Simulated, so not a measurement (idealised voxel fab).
Process module in this document: voxel self aligned contacts
The cross-section shown here is cut; it is 215 nm wide and divided into square cells measuring 5 nm on a side.
Cross-section = grid of square cells, listed top down in bands; band = one or more rows.
Look at the band entry: it leads with the top's height and the bottom's height in nm. Then it lists the materials left to right, with a width in nm for each. The word "edge to edge" on a single material says that material fills the band edge to edge. The word "blank" is empty space.
Ref level 0: as-received wafer is one material below here. Bottom band extends down with no lower bound ("0 and below").
Quick explanation for "30..40": the width changes in equal steps down the rows of cells, from the first number in the band's top row to the second number in its bottom row.
Where a step carries "nothing was modified", the cross-section came out of it unchanged, cell for cell.
Under "Entrapped voids" you'll find the enclosed gaps, the ones with no way out to the top, that are 8 cells or bigger; each reads width x height at distance, with distance counted from the left edge, everything in nm.
On each step's line, the part that comes after the settings is the simulator's own comment on the step.
"overlay nm" denotes, for a step that has a mask, the displacement of the mask to the right of its planned place, with negative values corresponding to the left.

**So here's the lineup of process steps we planned**
1) RECEIVE: material Si
2) CONFORMAL_DEP: material SiO2, thk nm 5
3) DIRECTIONAL_DEP: material polySi, thk nm 30
4) DIRECTIONAL_DEP: material SiN, thk nm 15
5) DIRECTIONAL_DEP: material aC, thk nm 15
6) PATTERN: tone cover, mask id GATE, material resist, width nm 35, pitch nm 60, thk nm 30, overlay nm 0
7) DIRECTIONAL_ETCH: etch materials aC, depth nm 15
8) STRIP: etch materials resist
9) DIRECTIONAL_ETCH: etch materials SiN, depth nm 15
10) DIRECTIONAL_ETCH: etch materials polySi, depth nm 30
11) STRIP: etch materials aC
12) CONFORMAL_DEP: material SiN, thk nm 5
13) DIRECTIONAL_ETCH: etch materials SiN, depth nm 5
14) FILL_DEP: material SiO2, thk nm 20
15) CMP: height nm 60
16) PATTERN: tone open, mask id CONTACT, material resist, width nm 45, thk nm 20, overlay nm 0
17) DIRECTIONAL_ETCH: etch materials SiO2, depth nm 60
18) STRIP: etch materials resist
19) CONFORMAL_DEP: material TiN, thk nm 5
20) FILL_DEP: material W, thk nm 5
21) CMP: height nm 60
22) CONFORMAL_DEP: material SiN, thk nm 5
All wafers enter the flow in the same state. The thk nm at step 2 differs from wafer to wafer, and the plan gives the value for the first wafer.

**Here's the first of the wafers in cross-section, just as we got it, i.e. after step 1**
  0 and below: Si edge to edge
  Entrapped voids: none

**Take any row and you have a wafer at the end of the module: how many cells of each material it has gained (+) or lost (-) since it was received, and then its closed voids**
thk nm 5; +121 SiN; +306 SiO2; +31 TiN; +17 W; +84 polySi; Entrapped voids: none
thk nm 10; +121 SiN; +312 SiO2; +31 TiN; +11 W; +84 polySi; Entrapped voids: none
thk nm 15; +121 SiN; +318 SiO2; +25 TiN; +11 W; +84 polySi; Entrapped voids: none
thk nm 20; +103 SiN; +336 SiO2; +25 TiN; +11 W; +84 polySi; Entrapped voids: none
